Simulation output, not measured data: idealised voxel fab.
This is a process module. Its name is voxel capacitor over wiring.
190 nm wide, 5 nm square cells: that's cross-section cut.
Reading order for cross-sections: top band down to bottom band. Underlying form: a grid of square cells. Band size: one or more rows of cells.
This entry defines a band. It first specifies the height of the band's top and the height of its bottom in nm, and then specifies the band's materials from left to right, stating each material with its width in nm. The word "throughout" identifies a single material that fills the band from edge to edge, while the word "air" identifies empty space.
A quick word on heights: they are counted from 0, and under that level the wafer as it came to us is one material throughout. The lowest band is different from the rest in having no bottom; it simply continues downward, written as in "0..down".
Per-row width for "30->40": begins at first number (top row of band), ends at second number (bottom row), increment between rows held constant.
Key: "nothing was modified" - step with no changed cell in the cross-section.
Each empty space that has no open way to the top and spans at least 8 cells appears under "Enclosed voids" as width x height at distance, the distance counted from the left edge, all in nm.
Where a step's line continues beyond its settings, the continuation is a remark by the simulator itself on that step.
overlay nm: right-of-plan distance of the mask on a masked step; negative values mean left-of-plan.
Pairs, read this way: before one process step on the one hand, after it on the other, the after cross-section ending at the lowest band that changed; the step between, settings included, beneath. Same starting wafer throughout, but possibly different runs of this module, so no pair continues from the pair above unless its entry headed "Pre-process state" says so.

Pre-process state:
- 0..down | Si throughout
- Enclosed voids: none

Step Outcome:
- 10..0 | SiO2 throughout
- Below 0, the layers are the same as they were.
- Enclosed voids: none
What process step lies between the two cross-sections above? op CONFORMAL_DEP | material SiO2 | thk nm 10

Pre-process state: it's just the after picture from the pair right above this one.

Step Outcome:
- 15..10 | SiN throughout
- Below 10, the layers are the same as they were.
- Enclosed voids: none
What process step lies between the two cross-sections above? op CONFORMAL_DEP | material SiN | thk nm 5

Pre-process state: it's just the after picture from the pair right above this one.

Step Outcome:
- 40..15 | lowk throughout
- Below 15, the layers are the same as they were.
- Enclosed voids: none
What process step lies between the two cross-sections above? op DIRECTIONAL_DEP | material lowk | thk nm 25

Pre-process state: it's just the after picture from the pair right above this one.

Step Outcome:
- 60..40 | 40 nm resist  30 nm air  50 nm resist  30 nm air  40 nm resist
- Below 40, the layers are the same as they were.
- Enclosed voids: none
What process step lies between the two cross-sections above? op PATTERN | tone open | mask id METAL_1 | material resist | width nm 30 | pitch nm 80 | thk nm 20 | overlay nm 0

Pre-process state: it's just the after picture from the pair right above this one.

Step Outcome:
- 60..40 | 40 nm resist  30 nm air  50 nm resist  30 nm air  40 nm resist
- 40..15 | 40 nm lowk  30 nm air  50 nm lowk  30 nm air  40 nm lowk
- Below 15, the layers are the same as they were.
- Enclosed voids: none
What process step lies between the two cross-sections above? op DIRECTIONAL_ETCH | etch materials lowk | depth nm 25

Pre-process state: it's just the after picture from the pair right above this one.

Step Outcome:
- 60..40 | 40 nm resist  30 nm air  50 nm resist  30 nm air  40 nm resist
- 40..15 | 40 nm lowk  30 nm air  50 nm lowk  30 nm air  40 nm lowk
- 15..10 | 40 nm SiN  30 nm air  50 nm SiN  30 nm air  40 nm SiN
- Below 10, the layers are the same as they were.
- Enclosed voids: none
What process step lies between the two cross-sections above? op DIRECTIONAL_ETCH | etch materials SiN | depth nm 5

Pre-process state: it's just the after picture from the pair right above this one.

Step Outcome:
- 40..15 | 40 nm lowk  30 nm air  50 nm lowk  30 nm air  40 nm lowk
- Below 15, the layers are the same as they were.
- Enclosed voids: none
What process step lies between the two cross-sections above? op STRIP | etch materials resist

Pre-process state: it's just the after picture from the pair right above this one.

Step Outcome:
- 45..40 | 45 nm TiN  20 nm air  60 nm TiN  20 nm air  45 nm TiN
- 40..15 | 40 nm lowk  5 nm TiN  20 nm air  5 nm TiN  50 nm lowk  5 nm TiN  20 nm air  5 nm TiN  40 nm lowk
- 15..10 | 40 nm SiN  30 nm TiN  50 nm SiN  30 nm TiN  40 nm SiN
- Below 10, the layers are the same as they were.
- Enclosed voids: none
What process step lies between the two cross-sections above? op CONFORMAL_DEP | material TiN | thk nm 5

Pre-process state: it's just the after picture from the pair right above this one.

Step Outcome:
- 50..45 | Cu throughout
- 45..40 | 45 nm TiN  20 nm Cu  60 nm TiN  20 nm Cu  45 nm TiN
- 40..15 | 40 nm lowk  5 nm TiN  20 nm Cu  5 nm TiN  50 nm lowk  5 nm TiN  20 nm Cu  5 nm TiN  40 nm lowk
- Below 15, the layers are the same as they were.
- Enclosed voids: none
What process step lies between the two cross-sections above? op FILL_DEP | material Cu | thk nm 5

Pre-process state: it's just the after picture from the pair right above this one.

Step Outcome:
- 40..15 | 40 nm lowk  5 nm TiN  20 nm Cu  5 nm TiN  50 nm lowk  5 nm TiN  20 nm Cu  5 nm TiN  40 nm lowk
- Below 15, the layers are the same as they were.
- Enclosed voids: none
What process step lies between the two cross-sections above? op CMP | height nm 40

Pre-process state: it's just the after picture from the pair right above this one.

Step Outcome:
- 45..40 | SiCN throughout
- Below 40, the layers are the same as they were.
- Enclosed voids: none
What process step lies between the two cross-sections above? op CONFORMAL_DEP | material SiCN | thk nm 5

Pre-process state: it's just the after picture from the pair right above this one.

Step Outcome:
- 55..45 | lowk throughout
- Below 45, the layers are the same as they were.
- Enclosed voids: none
What process step lies between the two cross-sections above? op DIRECTIONAL_DEP | material lowk | thk nm 10

Pre-process state: it's just the after picture from the pair right above this one.

Step Outcome:
- 55..45 | 55 nm lowk  15 nm air  120 nm lowk
- Below 45, the layers are the same as they were.
- Enclosed voids: none
What process step lies between the two cross-sections above? op MASKED_ETCH | tone open | mask id PLUG_1 | width nm 15 | etch materials lowk | depth nm 10 | overlay nm 0

Pre-process state: it's just the after picture from the pair right above this one.

Step Outcome:
- 55..45 | 55 nm lowk  15 nm air  120 nm lowk
- 45..40 | 55 nm SiCN  15 nm air  120 nm SiCN
- Below 40, the layers are the same as they were.
- Enclosed voids: none
What process step lies between the two cross-sections above? op MASKED_ETCH | tone open | mask id PLUG_1 | width nm 15 | etch materials SiCN | depth nm 5 | overlay nm 0

Pre-process state: it's just the after picture from the pair right above this one.

Step Outcome:
- 60..55 | 60 nm TiN  5 nm air  125 nm TiN
- 55..45 | 55 nm lowk  5 nm TiN  5 nm air  5 nm TiN  120 nm lowk
- 45..40 | 55 nm SiCN  15 nm TiN  120 nm SiCN
- Below 40, the layers are the same as they were.
- Enclosed voids: none
What process step lies between the two cross-sections above? op CONFORMAL_DEP | material TiN | thk nm 5

Pre-process state: it's just the after picture from the pair right above this one.

Step Outcome:
- 70..60 | Ru throughout
- 60..55 | 60 nm TiN  5 nm Ru  125 nm TiN
- 55..45 | 55 nm lowk  5 nm TiN  5 nm Ru  5 nm TiN  120 nm lowk
- Below 45, the layers are the same as they were.
- Enclosed voids: none
What process step lies between the two cross-sections above? op FILL_DEP | material Ru | thk nm 10

Pre-process state: it's just the after picture from the pair right above this one.

Step Outcome:
- 55..45 | 55 nm lowk  5 nm TiN  5 nm Ru  5 nm TiN  120 nm lowk
- Below 45, the layers are the same as they were.
- Enclosed voids: none
What process step lies between the two cross-sections above? op CMP | height nm 55

Pre-process state: it's just the after picture from the pair right above this one.

Step Outcome:
- 60..55 | TiN throughout
- Below 55, the layers are the same as they were.
- Enclosed voids: none
What process step lies between the two cross-sections above? op DIRECTIONAL_DEP | material TiN | thk nm 5

Pre-process state: it's just the after picture from the pair right above this one.

Step Outcome:
- 65..60 | SiN throughout
- Below 60, the layers are the same as they were.
- Enclosed voids: none
What process step lies between the two cross-sections above? op DIRECTIONAL_DEP | material SiN | thk nm 5

Pre-process state: it's just the after picture from the pair right above this one.

Step Outcome:
- 75..65 | TiN throughout
- Below 65, the layers are the same as they were.
- Enclosed voids: none
What process step lies between the two cross-sections above? op DIRECTIONAL_DEP | material TiN | thk nm 10

Pre-process state: it's just the after picture from the pair right above this one.

Step Outcome:
- 75..65 | 55 nm air  55 nm TiN  80 nm air
- Below 65, the layers are the same as they were.
- Enclosed voids: none
What process step lies between the two cross-sections above? op MASKED_ETCH | tone cover | mask id UPPER_PLATE | width nm 55 | etch materials TiN | depth nm 10 | overlay nm 0

Pre-process state: it's just the after picture from the pair right above this one.

Step Outcome:
- 75..65 | 55 nm air  55 nm TiN  80 nm air
- 65..60 | 55 nm air  55 nm SiN  80 nm air
- Below 60, the layers are the same as they were.
- Enclosed voids: none
What process step lies between the two cross-sections above? op MASKED_ETCH | tone cover | mask id UPPER_PLATE | width nm 55 | etch materials SiN | depth nm 5 | overlay nm 0

Pre-process state: it's just the after picture from the pair right above this one.

Step Outcome:
- 75..65 | 55 nm air  55 nm TiN  80 nm air
- 65..60 | 55 nm air  55 nm SiN  80 nm air
- 60..55 | 50 nm air  65 nm TiN  75 nm air
- Below 55, the layers are the same as they were.
- Enclosed voids: none
What process step lies between the two cross-sections above? op MASKED_ETCH | tone cover | mask id LOWER_PLATE | width nm 65 | etch materials TiN | depth nm 5 | overlay nm 0

Pre-process state: it's just the after picture from the pair right above this one.

Step Outcome:
- 90..75 | SiO2 throughout
- 75..65 | 55 nm SiO2  55 nm TiN  80 nm SiO2
- 65..60 | 55 nm SiO2  55 nm SiN  80 nm SiO2
- 60..55 | 50 nm SiO2  65 nm TiN  75 nm SiO2
- Below 55, the layers are the same as they were.
- Enclosed voids: none
What process step lies between the two cross-sections above? op FILL_DEP | material SiO2 | thk nm 15

Pre-process state: it's just the after picture from the pair right above this one.

Step Outcome:
- 85..75 | SiO2 throughout
- Below 75, the layers are the same as they were.
- Enclosed voids: none
What process step lies between the two cross-sections above? op CMP | height nm 85

Pre-process state: it's just the after picture from the pair right above this one.

Step Outcome:
- 85..75 | 65 nm SiO2  15 nm air  110 nm SiO2
- Below 75, the layers are the same as they were.
- Enclosed voids: none
What process step lies between the two cross-sections above? op MASKED_ETCH | tone open | mask id PLUG_2 | width nm 15 | etch materials SiO2 | depth nm 10 | overlay nm 0

Pre-process state: it's just the after picture from the pair right above this one.

Step Outcome:
- 90..85 | 70 nm TiN  5 nm air  115 nm TiN
- 85..80 | 65 nm SiO2  5 nm TiN  5 nm air  5 nm TiN  110 nm SiO2
- 80..75 | 65 nm SiO2  15 nm TiN  110 nm SiO2
- Below 75, the layers are the same as they were.
- Enclosed voids: none
What process step lies between the two cross-sections above? op CONFORMAL_DEP | material TiN | thk nm 5

Pre-process state: it's just the after picture from the pair right above this one.

Step Outcome:
- 100..90 | Ru throughout
- 90..85 | 70 nm TiN  5 nm Ru  115 nm TiN
- 85..80 | 65 nm SiO2  5 nm TiN  5 nm Ru  5 nm TiN  110 nm SiO2
- Below 80, the layers are the same as they were.
- Enclosed voids: none
What process step lies between the two cross-sections above? op FILL_DEP | material Ru | thk nm 10

Pre-process state: it's just the after picture from the pair right above this one.

Step Outcome:
- 85..80 | 65 nm SiO2  5 nm TiN  5 nm Ru  5 nm TiN  110 nm SiO2
- Below 80, the layers are the same as they were.
- Enclosed voids: none
What process step lies between the two cross-sections above? op CMP | height nm 85

Pre-process state: it's just the after picture from the pair right above this one.

Step Outcome:
- 90..85 | SiN throughout
- Below 85, the layers are the same as they were.
- Enclosed voids: none
What process step lies between the two cross-sections above? op CONFORMAL_DEP | material SiN | thk nm 5

Pre-process state:
- 70..60 | Ru throughout
- 60..55 | 60 nm TiN  5 nm Ru  125 nm TiN
- 55..45 | 55 nm lowk  5 nm TiN  5 nm Ru  5 nm TiN  120 nm lowk
- 45..40 | 55 nm SiCN  15 nm TiN  120 nm SiCN
- 40..15 | 40 nm lowk  5 nm TiN  20 nm Cu  5 nm TiN  50 nm lowk  5 nm TiN  20 nm Cu  5 nm TiN  40 nm lowk
- 15..10 | 40 nm SiN  30 nm TiN  50 nm SiN  30 nm TiN  40 nm SiN
- 10..0 | SiO2 throughout
- 0..down | Si throughout
- Enclosed voids: none

Step Outcome:
- 75..70 | TiN throughout
- Below 70, the layers are the same as they were.
- Enclosed voids: none
What process step lies between the two cross-sections above? op DIRECTIONAL_DEP | material TiN | thk nm 5

Pre-process state: it's just the after picture from the pair right above this one.

Step Outcome:
- 80..75 | SiN throughout
- Below 75, the layers are the same as they were.
- Enclosed voids: none
What process step lies between the two cross-sections above? op DIRECTIONAL_DEP | material SiN | thk nm 5

Pre-process state: it's just the after picture from the pair right above this one.

Step Outcome:
- 90..80 | TiN throughout
- Below 80, the layers are the same as they were.
- Enclosed voids: none
What process step lies between the two cross-sections above? op DIRECTIONAL_DEP | material TiN | thk nm 10

Pre-process state: it's just the after picture from the pair right above this one.

Step Outcome:
- 90..80 | 55 nm air  55 nm TiN  80 nm air
- Below 80, the layers are the same as they were.
- Enclosed voids: none
What process step lies between the two cross-sections above? op MASKED_ETCH | tone cover | mask id UPPER_PLATE | width nm 55 | etch materials TiN | depth nm 10 | overlay nm 0

Pre-process state: it's just the after picture from the pair right above this one.

Step Outcome:
- 90..80 | 55 nm air  55 nm TiN  80 nm air
- 80..75 | 55 nm air  55 nm SiN  80 nm air
- Below 75, the layers are the same as they were.
- Enclosed voids: none
What process step lies between the two cross-sections above? op MASKED_ETCH | tone cover | mask id UPPER_PLATE | width nm 55 | etch materials SiN | depth nm 5 | overlay nm 0

Pre-process state: it's just the after picture from the pair right above this one.

Step Outcome:
- 90..80 | 55 nm air  55 nm TiN  80 nm air
- 80..75 | 55 nm air  55 nm SiN  80 nm air
- 75..70 | 50 nm air  65 nm TiN  75 nm air
- Below 70, the layers are the same as they were.
- Enclosed voids: none
What process step lies between the two cross-sections above? op MASKED_ETCH | tone cover | mask id LOWER_PLATE | width nm 65 | etch materials TiN | depth nm 5 | overlay nm 0

Pre-process state: it's just the after picture from the pair right above this one.

Step Outcome:
- 105..90 | SiO2 throughout
- 90..80 | 55 nm SiO2  55 nm TiN  80 nm SiO2
- 80..75 | 55 nm SiO2  55 nm SiN  80 nm SiO2
- 75..70 | 50 nm SiO2  65 nm TiN  75 nm SiO2
- Below 70, the layers are the same as they were.
- Enclosed voids: none
What process step lies between the two cross-sections above? op FILL_DEP | material SiO2 | thk nm 15

Pre-process state: it's just the after picture from the pair right above this one.

Step Outcome:
- 85..80 | 55 nm SiO2  55 nm TiN  80 nm SiO2
- Below 80, the layers are the same as they were.
- Enclosed voids: none
What process step lies between the two cross-sections above? op CMP | height nm 85

Pre-process state: it's just the after picture from the pair right above this one.

Step Outcome:
- 90..85 | TiN throughout
- Below 85, the layers are the same as they were.
- Enclosed voids: none
What process step lies between the two cross-sections above? op CONFORMAL_DEP | material TiN | thk nm 5

Pre-process state: it's just the after picture from the pair right above this one.

Step Outcome:
- 100..90 | Ru throughout
- Below 90, the layers are the same as they were.
- Enclosed voids: none
What process step lies between the two cross-sections above? op FILL_DEP | material Ru | thk nm 10

Pre-process state: it's just the after picture from the pair right above this one.

Step Outcome:
- 85..80 | 55 nm SiO2  55 nm TiN  80 nm SiO2
- Below 80, the layers are the same as they were.
- Enclosed voids: none
What process step lies between the two cross-sections above? op CMP | height nm 85

Pre-process state: it's just the after picture from the pair right above this one.

Step Outcome:
- 90..85 | SiN throughout
- Below 85, the layers are the same as they were.
- Enclosed voids: none
What process step lies between the two cross-sections above? op CONFORMAL_DEP | material SiN | thk nm 5

Pre-process state:
- 10..0 | SiO2 throughout
- 0..down | Si throughout
- Enclosed voids: none

Step Outcome:
- 35..10 | lowk throughout
- Below 10, the layers are the same as they were.
- Enclosed voids: none
What process step lies between the two cross-sections above? op DIRECTIONAL_DEP | material lowk | thk nm 25

Pre-process state: it's just the after picture from the pair right above this one.

Step Outcome:
- 40..35 | SiN throughout
- Below 35, the layers are the same as they were.
- Enclosed voids: none
What process step lies between the two cross-sections above? op CONFORMAL_DEP | material SiN | thk nm 5

Pre-process state: it's just the after picture from the pair right above this one.

Step Outcome:
- 60..40 | 40 nm resist  30 nm air  50 nm resist  30 nm air  40 nm resist
- Below 40, the layers are the same as they were.
- Enclosed voids: none
What process step lies between the two cross-sections above? op PATTERN | tone open | mask id METAL_1 | material resist | width nm 30 | pitch nm 80 | thk nm 20 | overlay nm 0

Pre-process state: it's just the after picture from the pair right above this one.

Step Outcome:
- 60..40 | 40 nm resist  30 nm air  50 nm resist  30 nm air  40 nm resist
- 40..35 | 40 nm SiN  30 nm air  50 nm SiN  30 nm air  40 nm SiN
- Below 35, the layers are the same as they were.
- Enclosed voids: none
What process step lies between the two cross-sections above? op DIRECTIONAL_ETCH | etch materials SiN | depth nm 5

Pre-process state: it's just the after picture from the pair right above this one.

Step Outcome:
- 40..35 | 40 nm SiN  30 nm air  50 nm SiN  30 nm air  40 nm SiN
- Below 35, the layers are the same as they were.
- Enclosed voids: none
What process step lies between the two cross-sections above? op STRIP | etch materials resist

Pre-process state: it's just the after picture from the pair right above this one.

Step Outcome:
- 45..40 | 45 nm TiN  20 nm air  60 nm TiN  20 nm air  45 nm TiN
- 40..35 | 40 nm SiN  30 nm TiN  50 nm SiN  30 nm TiN  40 nm SiN
- Below 35, the layers are the same as they were.
- Enclosed voids: none
What process step lies between the two cross-sections above? op CONFORMAL_DEP | material TiN | thk nm 5

Pre-process state: it's just the after picture from the pair right above this one.

Step Outcome:
- 50..45 | Cu throughout
- 45..40 | 45 nm TiN  20 nm Cu  60 nm TiN  20 nm Cu  45 nm TiN
- Below 40, the layers are the same as they were.
- Enclosed voids: none
What process step lies between the two cross-sections above? op FILL_DEP | material Cu | thk nm 5

Pre-process state: it's just the after picture from the pair right above this one.

Step Outcome:
- 40..35 | 40 nm SiN  30 nm TiN  50 nm SiN  30 nm TiN  40 nm SiN
- Below 35, the layers are the same as they were.
- Enclosed voids: none
What process step lies between the two cross-sections above? op CMP | height nm 40

Pre-process state: it's just the after picture from the pair right above this one.

Step Outcome:
- 45..40 | SiCN throughout
- Below 40, the layers are the same as they were.
- Enclosed voids: none
What process step lies between the two cross-sections above? op CONFORMAL_DEP | material SiCN | thk nm 5

Pre-process state: it's just the after picture from the pair right above this one.

Step Outcome:
- 55..45 | lowk throughout
- Below 45, the layers are the same as they were.
- Enclosed voids: none
What process step lies between the two cross-sections above? op DIRECTIONAL_DEP | material lowk | thk nm 10

Pre-process state: it's just the after picture from the pair right above this one.

Step Outcome:
- 55..45 | 55 nm lowk  15 nm air  120 nm lowk
- Below 45, the layers are the same as they were.
- Enclosed voids: none
What process step lies between the two cross-sections above? op MASKED_ETCH | tone open | mask id PLUG_1 | width nm 15 | etch materials lowk | depth nm 10 | overlay nm 0

Pre-process state: it's just the after picture from the pair right above this one.

Step Outcome:
- 55..45 | 55 nm lowk  15 nm air  120 nm lowk
- 45..40 | 55 nm SiCN  15 nm air  120 nm SiCN
- Below 40, the layers are the same as they were.
- Enclosed voids: none
What process step lies between the two cross-sections above? op MASKED_ETCH | tone open | mask id PLUG_1 | width nm 15 | etch materials SiCN | depth nm 5 | overlay nm 0

Pre-process state: it's just the after picture from the pair right above this one.

Step Outcome:
- 60..55 | 60 nm TiN  5 nm air  125 nm TiN
- 55..45 | 55 nm lowk  5 nm TiN  5 nm air  5 nm TiN  120 nm lowk
- 45..40 | 55 nm SiCN  15 nm TiN  120 nm SiCN
- Below 40, the layers are the same as they were.
- Enclosed voids: none
What process step lies between the two cross-sections above? op CONFORMAL_DEP | material TiN | thk nm 5

Pre-process state: it's just the after picture from the pair right above this one.

Step Outcome:
- 70..60 | Ru throughout
- 60..55 | 60 nm TiN  5 nm Ru  125 nm TiN
- 55..45 | 55 nm lowk  5 nm TiN  5 nm Ru  5 nm TiN  120 nm lowk
- Below 45, the layers are the same as they were.
- Enclosed voids: none
What process step lies between the two cross-sections above? op FILL_DEP | material Ru | thk nm 10

Pre-process state: it's just the after picture from the pair right above this one.

Step Outcome:
- 55..45 | 55 nm lowk  5 nm TiN  5 nm Ru  5 nm TiN  120 nm lowk
- Below 45, the layers are the same as they were.
- Enclosed voids: none
What process step lies between the two cross-sections above? op CMP | height nm 55

Pre-process state: it's just the after picture from the pair right above this one.

Step Outcome:
- 60..55 | TiN throughout
- Below 55, the layers are the same as they were.
- Enclosed voids: none
What process step lies between the two cross-sections above? op DIRECTIONAL_DEP | material TiN | thk nm 5

Pre-process state: it's just the after picture from the pair right above this one.

Step Outcome:
- 65..60 | SiN throughout
- Below 60, the layers are the same as they were.
- Enclosed voids: none
What process step lies between the two cross-sections above? op DIRECTIONAL_DEP | material SiN | thk nm 5

Pre-process state: it's just the after picture from the pair right above this one.

Step Outcome:
- 75..65 | TiN throughout
- Below 65, the layers are the same as they were.
- Enclosed voids: none
What process step lies between the two cross-sections above? op DIRECTIONAL_DEP | material TiN | thk nm 10

Pre-process state: it's just the after picture from the pair right above this one.

Step Outcome:
- 75..65 | 55 nm air  55 nm TiN  80 nm air
- Below 65, the layers are the same as they were.
- Enclosed voids: none
What process step lies between the two cross-sections above? op MASKED_ETCH | tone cover | mask id UPPER_PLATE | width nm 55 | etch materials TiN | depth nm 10 | overlay nm 0

Pre-process state: it's just the after picture from the pair right above this one.

Step Outcome:
- 75..65 | 55 nm air  55 nm TiN  80 nm air
- 65..60 | 55 nm air  55 nm SiN  80 nm air
- Below 60, the layers are the same as they were.
- Enclosed voids: none
What process step lies between the two cross-sections above? op MASKED_ETCH | tone cover | mask id UPPER_PLATE | width nm 55 | etch materials SiN | depth nm 5 | overlay nm 0

Pre-process state: it's just the after picture from the pair right above this one.

Step Outcome:
- 75..65 | 55 nm air  55 nm TiN  80 nm air
- 65..60 | 55 nm air  55 nm SiN  80 nm air
- 60..55 | 50 nm air  65 nm TiN  75 nm air
- Below 55, the layers are the same as they were.
- Enclosed voids: none
What process step lies between the two cross-sections above? op MASKED_ETCH | tone cover | mask id LOWER_PLATE | width nm 65 | etch materials TiN | depth nm 5 | overlay nm 0

Pre-process state: it's just the after picture from the pair right above this one.

Step Outcome:
- 90..75 | SiO2 throughout
- 75..65 | 55 nm SiO2  55 nm TiN  80 nm SiO2
- 65..60 | 55 nm SiO2  55 nm SiN  80 nm SiO2
- 60..55 | 50 nm SiO2  65 nm TiN  75 nm SiO2
- Below 55, the layers are the same as they were.
- Enclosed voids: none
What process step lies between the two cross-sections above? op FILL_DEP | material SiO2 | thk nm 15

Pre-process state: it's just the after picture from the pair right above this one.

Step Outcome:
- 85..75 | SiO2 throughout
- Below 75, the layers are the same as they were.
- Enclosed voids: none
What process step lies between the two cross-sections above? op CMP | height nm 85

Pre-process state: it's just the after picture from the pair right above this one.

Step Outcome:
- 85..75 | 65 nm SiO2  15 nm air  110 nm SiO2
- Below 75, the layers are the same as they were.
- Enclosed voids: none
What process step lies between the two cross-sections above? op MASKED_ETCH | tone open | mask id PLUG_2 | width nm 15 | etch materials SiO2 | depth nm 10 | overlay nm 0

Pre-process state: it's just the after picture from the pair right above this one.

Step Outcome:
- 90..85 | 70 nm TiN  5 nm air  115 nm TiN
- 85..80 | 65 nm SiO2  5 nm TiN  5 nm air  5 nm TiN  110 nm SiO2
- 80..75 | 65 nm SiO2  15 nm TiN  110 nm SiO2
- Below 75, the layers are the same as they were.
- Enclosed voids: none
What process step lies between the two cross-sections above? op CONFORMAL_DEP | material TiN | thk nm 5

Pre-process state: it's just the after picture from the pair right above this one.

Step Outcome:
- 100..90 | Ru throughout
- 90..85 | 70 nm TiN  5 nm Ru  115 nm TiN
- 85..80 | 65 nm SiO2  5 nm TiN  5 nm Ru  5 nm TiN  110 nm SiO2
- Below 80, the layers are the same as they were.
- Enclosed voids: none
What process step lies between the two cross-sections above? op FILL_DEP | material Ru | thk nm 10

Pre-process state: it's just the after picture from the pair right above this one.

Step Outcome:
- 85..80 | 65 nm SiO2  5 nm TiN  5 nm Ru  5 nm TiN  110 nm SiO2
- Below 80, the layers are the same as they were.
- Enclosed voids: none
What process step lies between the two cross-sections above? op CMP | height nm 85

Pre-process state: it's just the after picture from the pair right above this one.

Step Outcome:
- 90..85 | SiN throughout
- Below 85, the layers are the same as they were.
- Enclosed voids: none
What process step lies between the two cross-sections above? op CONFORMAL_DEP | material SiN | thk nm 5

Pre-process state:
- 10..0 | SiO2 throughout
- 0..down | Si throughout
- Enclosed voids: none

Step Outcome:
- 25..10 | SiN throughout
- Below 10, the layers are the same as they were.
- Enclosed voids: none
What process step lies between the two cross-sections above? op CONFORMAL_DEP | material SiN | thk nm 15

Pre-process state: it's just the after picture from the pair right above this one.

Step Outcome:
- 50..25 | lowk throughout
- Below 25, the layers are the same as they were.
- Enclosed voids: none
What process step lies between the two cross-sections above? op DIRECTIONAL_DEP | material lowk | thk nm 25

Pre-process state: it's just the after picture from the pair right above this one.

Step Outcome:
- 70..50 | 40 nm resist  30 nm air  50 nm resist  30 nm air  40 nm resist
- Below 50, the layers are the same as they were.
- Enclosed voids: none
What process step lies between the two cross-sections above? op PATTERN | tone open | mask id METAL_1 | material resist | width nm 30 | pitch nm 80 | thk nm 20 | overlay nm 0

Pre-process state: it's just the after picture from the pair right above this one.

Step Outcome:
- 70..50 | 40 nm resist  30 nm air  50 nm resist  30 nm air  40 nm resist
- 50..25 | 40 nm lowk  30 nm air  50 nm lowk  30 nm air  40 nm lowk
- Below 25, the layers are the same as they were.
- Enclosed voids: none
What process step lies between the two cross-sections above? op DIRECTIONAL_ETCH | etch materials lowk | depth nm 25

Pre-process state: it's just the after picture from the pair right above this one.

Step Outcome:
- 70..50 | 40 nm resist  30 nm air  50 nm resist  30 nm air  40 nm resist
- 50..25 | 40 nm lowk  30 nm air  50 nm lowk  30 nm air  40 nm lowk
- 25..20 | 40 nm SiN  30 nm air  50 nm SiN  30 nm air  40 nm SiN
- Below 20, the layers are the same as they were.
- Enclosed voids: none
What process step lies between the two cross-sections above? op DIRECTIONAL_ETCH | etch materials SiN | depth nm 5

Pre-process state: it's just the after picture from the pair right above this one.

Step Outcome:
- 50..25 | 40 nm lowk  30 nm air  50 nm lowk  30 nm air  40 nm lowk
- Below 25, the layers are the same as they were.
- Enclosed voids: none
What process step lies between the two cross-sections above? op STRIP | etch materials resist

Pre-process state: it's just the after picture from the pair right above this one.

Step Outcome:
- 55..50 | 45 nm TiN  20 nm air  60 nm TiN  20 nm air  45 nm TiN
- 50..25 | 40 nm lowk  5 nm TiN  20 nm air  5 nm TiN  50 nm lowk  5 nm TiN  20 nm air  5 nm TiN  40 nm lowk
- 25..20 | 40 nm SiN  30 nm TiN  50 nm SiN  30 nm TiN  40 nm SiN
- Below 20, the layers are the same as they were.
- Enclosed voids: none
What process step lies between the two cross-sections above? op CONFORMAL_DEP | material TiN | thk nm 5

Pre-process state: it's just the after picture from the pair right above this one.

Step Outcome:
- 60..55 | Cu throughout
- 55..50 | 45 nm TiN  20 nm Cu  60 nm TiN  20 nm Cu  45 nm TiN
- 50..25 | 40 nm lowk  5 nm TiN  20 nm Cu  5 nm TiN  50 nm lowk  5 nm TiN  20 nm Cu  5 nm TiN  40 nm lowk
- Below 25, the layers are the same as they were.
- Enclosed voids: none
What process step lies between the two cross-sections above? op FILL_DEP | material Cu | thk nm 5

Pre-process state: it's just the after picture from the pair right above this one.

Step Outcome:
- 40..25 | 40 nm lowk  5 nm TiN  20 nm Cu  5 nm TiN  50 nm lowk  5 nm TiN  20 nm Cu  5 nm TiN  40 nm lowk
- Below 25, the layers are the same as they were.
- Enclosed voids: none
What process step lies between the two cross-sections above? op CMP | height nm 40

Pre-process state: it's just the after picture from the pair right above this one.

Step Outcome:
- 45..40 | SiCN throughout
- Below 40, the layers are the same as they were.
- Enclosed voids: none
What process step lies between the two cross-sections above? op CONFORMAL_DEP | material SiCN | thk nm 5

Pre-process state: it's just the after picture from the pair right above this one.

Step Outcome:
- 55..45 | lowk throughout
- Below 45, the layers are the same as they were.
- Enclosed voids: none
What process step lies between the two cross-sections above? op DIRECTIONAL_DEP | material lowk | thk nm 10

Pre-process state: it's just the after picture from the pair right above this one.

Step Outcome:
- 55..45 | 55 nm lowk  15 nm air  120 nm lowk
- Below 45, the layers are the same as they were.
- Enclosed voids: none
What process step lies between the two cross-sections above? op MASKED_ETCH | tone open | mask id PLUG_1 | width nm 15 | etch materials lowk | depth nm 10 | overlay nm 0

Pre-process state: it's just the after picture from the pair right above this one.

Step Outcome:
- 55..45 | 55 nm lowk  15 nm air  120 nm lowk
- 45..40 | 55 nm SiCN  15 nm air  120 nm SiCN
- Below 40, the layers are the same as they were.
- Enclosed voids: none
What process step lies between the two cross-sections above? op MASKED_ETCH | tone open | mask id PLUG_1 | width nm 15 | etch materials SiCN | depth nm 5 | overlay nm 0

Pre-process state: it's just the after picture from the pair right above this one.

Step Outcome:
- 60..55 | 60 nm TiN  5 nm air  125 nm TiN
- 55..45 | 55 nm lowk  5 nm TiN  5 nm air  5 nm TiN  120 nm lowk
- 45..40 | 55 nm SiCN  15 nm TiN  120 nm SiCN
- Below 40, the layers are the same as they were.
- Enclosed voids: none
What process step lies between the two cross-sections above? op CONFORMAL_DEP | material TiN | thk nm 5

Pre-process state: it's just the after picture from the pair right above this one.

Step Outcome:
- 70..60 | Ru throughout
- 60..55 | 60 nm TiN  5 nm Ru  125 nm TiN
- 55..45 | 55 nm lowk  5 nm TiN  5 nm Ru  5 nm TiN  120 nm lowk
- Below 45, the layers are the same as they were.
- Enclosed voids: none
What process step lies between the two cross-sections above? op FILL_DEP | material Ru | thk nm 10

Pre-process state: it's just the after picture from the pair right above this one.

Step Outcome:
- 55..45 | 55 nm lowk  5 nm TiN  5 nm Ru  5 nm TiN  120 nm lowk
- Below 45, the layers are the same as they were.
- Enclosed voids: none
What process step lies between the two cross-sections above? op CMP | height nm 55

Pre-process state: it's just the after picture from the pair right above this one.

Step Outcome:
- 60..55 | TiN throughout
- Below 55, the layers are the same as they were.
- Enclosed voids: none
What process step lies between the two cross-sections above? op DIRECTIONAL_DEP | material TiN | thk nm 5

Pre-process state: it's just the after picture from the pair right above this one.

Step Outcome:
- 65..60 | SiN throughout
- Below 60, the layers are the same as they were.
- Enclosed voids: none
What process step lies between the two cross-sections above? op DIRECTIONAL_DEP | material SiN | thk nm 5

Pre-process state: it's just the after picture from the pair right above this one.

Step Outcome:
- 75..65 | TiN throughout
- Below 65, the layers are the same as they were.
- Enclosed voids: none
What process step lies between the two cross-sections above? op DIRECTIONAL_DEP | material TiN | thk nm 10
